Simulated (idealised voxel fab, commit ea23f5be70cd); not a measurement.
process module | voxel double patterning
cross-section cut | 185 nm wide | cells 5 nm
A cross-section is a grid of square cells, given in bands from the top down. A band is one or more rows of cells.
Each band's line starts with the height of the band's top and of its bottom, in nm. Then come its materials from left to right, each with its width in nm. One material with "throughout" fills the band from edge to edge. "air" is empty space.
Height 0 is the level under which the wafer as received is all one material. The lowest band goes on downwards, as in "0 down".
A width such as "30 to 40" changes by the same amount from each row of cells to the next, from the band's top row to its bottom row.
"no change" after a step means that no cell of the cross-section changed.
closed voids: empty space of 8 cells or more with no open way to the top, each as width x height at its distance from the left edge, in nm
after a step's settings: what the simulator itself notes on the step
overlay nm, on a step with a mask: how far to the right of its planned place the mask lay; to the left if negative
plan
1 op RECEIVE | material Si
2 op CONFORMAL_DEP | material SiO2 | thk nm 5
3 op DIRECTIONAL_DEP | material TiN | thk nm 15
4 op DIRECTIONAL_DEP | material SiN | thk nm 10
5 op DIRECTIONAL_DEP | material aC | thk nm 15
6 op PATTERN | tone open | mask id FIRST | material resist | width nm 15 | pitch nm 50 | thk nm 30 | overlay nm 0
7 op DIRECTIONAL_ETCH | etch materials aC | depth nm 15
8 op STRIP | etch materials resist
9 op DIRECTIONAL_ETCH | etch materials SiN | depth nm 10
10 op STRIP | etch materials aC
11 op PATTERN | tone open | mask id SECOND | material resist | width nm 15 | pitch nm 50 | thk nm 20 | overlay nm 0
12 op DIRECTIONAL_ETCH | etch materials SiN | depth nm 10
13 op STRIP | etch materials resist
14 op DIRECTIONAL_ETCH | etch materials TiN | depth nm 15
15 op STRIP | etch materials SiN
first wafer, as planned
as received, after step 1
  0 down: Si throughout
  closed voids: none
after step 2
  5 to 0: SiO2 throughout
  below 0: unchanged
after step 3
  20 to 5: TiN throughout
  below 5: unchanged
after step 4
  30 to 20: SiN throughout
  below 20: unchanged
after step 5
  45 to 30: aC throughout
  below 30: unchanged
after step 6
  75 to 45: resist 35 | air 15 | resist 35 | air 15 | resist 35 | air 15 | resist 35
  below 45: unchanged
after step 7
  60 to 45: resist 35 | air 15 | resist 35 | air 15 | resist 35 | air 15 | resist 35
  45 to 30: aC 35 | air 15 | aC 35 | air 15 | aC 35 | air 15 | aC 35
  below 30: unchanged
after step 8
  45 to 30: aC 35 | air 15 | aC 35 | air 15 | aC 35 | air 15 | aC 35
  below 30: unchanged
after step 9
  45 to 30: aC 35 | air 15 | aC 35 | air 15 | aC 35 | air 15 | aC 35
  30 to 20: SiN 35 | air 15 | SiN 35 | air 15 | SiN 35 | air 15 | SiN 35
  below 20: unchanged
after step 10
  30 to 20: SiN 35 | air 15 | SiN 35 | air 15 | SiN 35 | air 15 | SiN 35
  below 20: unchanged
after step 11
  50 to 30: resist 60 | air 15 | resist 35 | air 15 | resist 60
  30 to 20: SiN 35 | resist 15 | SiN 35 | resist 15 | SiN 35 | resist 15 | SiN 35
  below 20: unchanged
after step 12
  50 to 30: resist 60 | air 15 | resist 35 | air 15 | resist 60
  30 to 20: SiN 35 | resist 15 | SiN 10 | air 15 | SiN 10 | resist 15 | SiN 10 | air 15 | SiN 10 | resist 15 | SiN 35
  below 20: unchanged
after step 13
  30 to 20: SiN 35 | air 15 | SiN 10 | air 15 | SiN 10 | air 15 | SiN 10 | air 15 | SiN 10 | air 15 | SiN 35
  below 20: unchanged
after step 14
  30 to 20: SiN 35 | air 15 | SiN 10 | air 15 | SiN 10 | air 15 | SiN 10 | air 15 | SiN 10 | air 15 | SiN 35
  20 to 5: TiN 35 | air 15 | TiN 10 | air 15 | TiN 10 | air 15 | TiN 10 | air 15 | TiN 10 | air 15 | TiN 35
  below 5: unchanged
after step 15
  20 to 5: TiN 35 | air 15 | TiN 10 | air 15 | TiN 10 | air 15 | TiN 10 | air 15 | TiN 10 | air 15 | TiN 35
  below 5: unchanged
second wafer: like start, like plan, one mistake. Through step 1 it matches the first wafer
when step 2 should have ended: no change
when step 3 should have ended
  15 to 0: TiN throughout
  below 0: unchanged
when step 4 should have ended
  25 to 15: SiN throughout
  below 15: unchanged
when step 5 should have ended
  40 to 25: aC throughout
  below 25: unchanged
when step 6 should have ended
  70 to 40: resist 35 | air 15 | resist 35 | air 15 | resist 35 | air 15 | resist 35
  below 40: unchanged
when step 7 should have ended
  55 to 40: resist 35 | air 15 | resist 35 | air 15 | resist 35 | air 15 | resist 35
  40 to 25: aC 35 | air 15 | aC 35 | air 15 | aC 35 | air 15 | aC 35
  below 25: unchanged
when step 8 should have ended
  40 to 25: aC 35 | air 15 | aC 35 | air 15 | aC 35 | air 15 | aC 35
  below 25: unchanged
when step 9 should have ended
  40 to 25: aC 35 | air 15 | aC 35 | air 15 | aC 35 | air 15 | aC 35
  25 to 15: SiN 35 | air 15 | SiN 35 | air 15 | SiN 35 | air 15 | SiN 35
  below 15: unchanged
when step 10 should have ended
  25 to 15: SiN 35 | air 15 | SiN 35 | air 15 | SiN 35 | air 15 | SiN 35
  below 15: unchanged
when step 11 should have ended
  45 to 25: resist 60 | air 15 | resist 35 | air 15 | resist 60
  25 to 15: SiN 35 | resist 15 | SiN 35 | resist 15 | SiN 35 | resist 15 | SiN 35
  below 15: unchanged
when step 12 should have ended
  45 to 25: resist 60 | air 15 | resist 35 | air 15 | resist 60
  25 to 15: SiN 35 | resist 15 | SiN 10 | air 15 | SiN 10 | resist 15 | SiN 10 | air 15 | SiN 10 | resist 15 | SiN 35
  below 15: unchanged
when step 13 should have ended
  25 to 15: SiN 35 | air 15 | SiN 10 | air 15 | SiN 10 | air 15 | SiN 10 | air 15 | SiN 10 | air 15 | SiN 35
  below 15: unchanged
when step 14 should have ended
  25 to 15: SiN 35 | air 15 | SiN 10 | air 15 | SiN 10 | air 15 | SiN 10 | air 15 | SiN 10 | air 15 | SiN 35
  15 to 0: TiN 35 | air 15 | TiN 10 | air 15 | TiN 10 | air 15 | TiN 10 | air 15 | TiN 10 | air 15 | TiN 35
  below 0: unchanged
when step 15 should have ended
  15 to 0: TiN 35 | air 15 | TiN 10 | air 15 | TiN 10 | air 15 | TiN 10 | air 15 | TiN 10 | air 15 | TiN 35
  below 0: unchanged
what went wrong: step 2 was left out
at the end the second wafer has, in cells: 37 fewer of SiO2
